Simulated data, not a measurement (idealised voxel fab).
This section sets out a process module, namely voxel released beams.
220 nm wide, 5 nm square cells: that's cross-section cut.
Cross-section layout: square cells on a grid; listed as bands, top to bottom; a band spans one or more cell rows.
Look at the band entry: it leads with the top's height and the bottom's height in nm. Then it lists the materials left to right, with a width in nm for each. The word "everywhere" on a single material says that material fills the band edge to edge. The word "empty" is empty space.
A quick word on heights: they are counted from 0, and under that level the wafer as it came to us is one material throughout. The lowest band is different from the rest in having no bottom; it simply continues downward, written as in "0 -> down".
So if you see something like "30..40" for the width, read it as the top row of the band sitting at the first number and the bottom row at the second, with every row in between moving by the same amount as the last.
For the purposes of this document, the phrase "stayed the same" attached to a step denotes that no cell within the cross-section was modified by that step.
"Closed-off voids" specifies each empty space that is not open to the top and that occupies no fewer than 8 cells, using the form width x height at distance, the distance measured from the left edge and all three quantities in nm.
On each step's line, the part that comes after the settings is the simulator's own comment on the step.
For masked steps, "overlay nm" on the step line gives how far right of plan the mask actually lay; a minus sign means it lay to the left.

## The planned process steps are enumerated hereunder
1. op RECEIVE | material Si
2. op CONFORMAL_DEP | material Al2O3 | thk nm 10
3. op DIRECTIONAL_DEP | material SiO2 | thk nm 10
4. op PATTERN | tone open | mask id ANCHOR | material resist | width nm 35 | thk nm 15 | overlay nm 0
5. op DIRECTIONAL_ETCH | etch materials SiO2 | depth nm 10
6. op STRIP | etch materials resist
7. op CONFORMAL_DEP | material polySi | thk nm 15
8. op DIRECTIONAL_DEP | material aC | thk nm 15
9. op PATTERN | tone cover | mask id BEAM | material resist | width nm 85 | thk nm 30 | overlay nm 0
10. op DIRECTIONAL_ETCH | etch materials aC | depth nm 15
11. op STRIP | etch materials resist
12. op DIRECTIONAL_ETCH | etch materials polySi | depth nm 15
13. op STRIP | etch materials aC
14. op STRIP | etch materials SiO2

## Cross-section of the wafer upon arrival, representing the state reached after step 1
> 0 -> down = Si everywhere
> Closed-off voids: none

## Cross-sectional image of the first of two wafers at the end of the module, the run having proceeded as planned
> 35 -> 25 = 65 empty | 20 polySi | 5 empty | 60 polySi | 70 empty
> 25 -> 20 = 65 empty | 85 polySi | 70 empty
> 20 -> 10 = 70 empty | 35 polySi | 115 empty
> 10 -> 0 = Al2O3 everywhere
> 0 -> down = Si everywhere
> Closed-off voids: none

## Cross-section, second wafer: same start as the first, same plan as the first, one mistake in running it; taken at the end of the module
> 30 -> 20 = 65 empty | 20 polySi | 5 empty | 60 polySi | 70 empty
> 20 -> 15 = 65 empty | 85 polySi | 70 empty
> 15 -> 5 = 70 empty | 35 polySi | 115 empty
> 5 -> 0 = Al2O3 everywhere
> 0 -> down = Si everywhere
> Closed-off voids: none
Run error: step 2 did not use the planned setting and instead ran as op CONFORMAL_DEP | material Al2O3 | thk nm 5
Looking at both finished wafers in cells, the second ends up ahead of or behind the first on some materials: Al2O3 -44
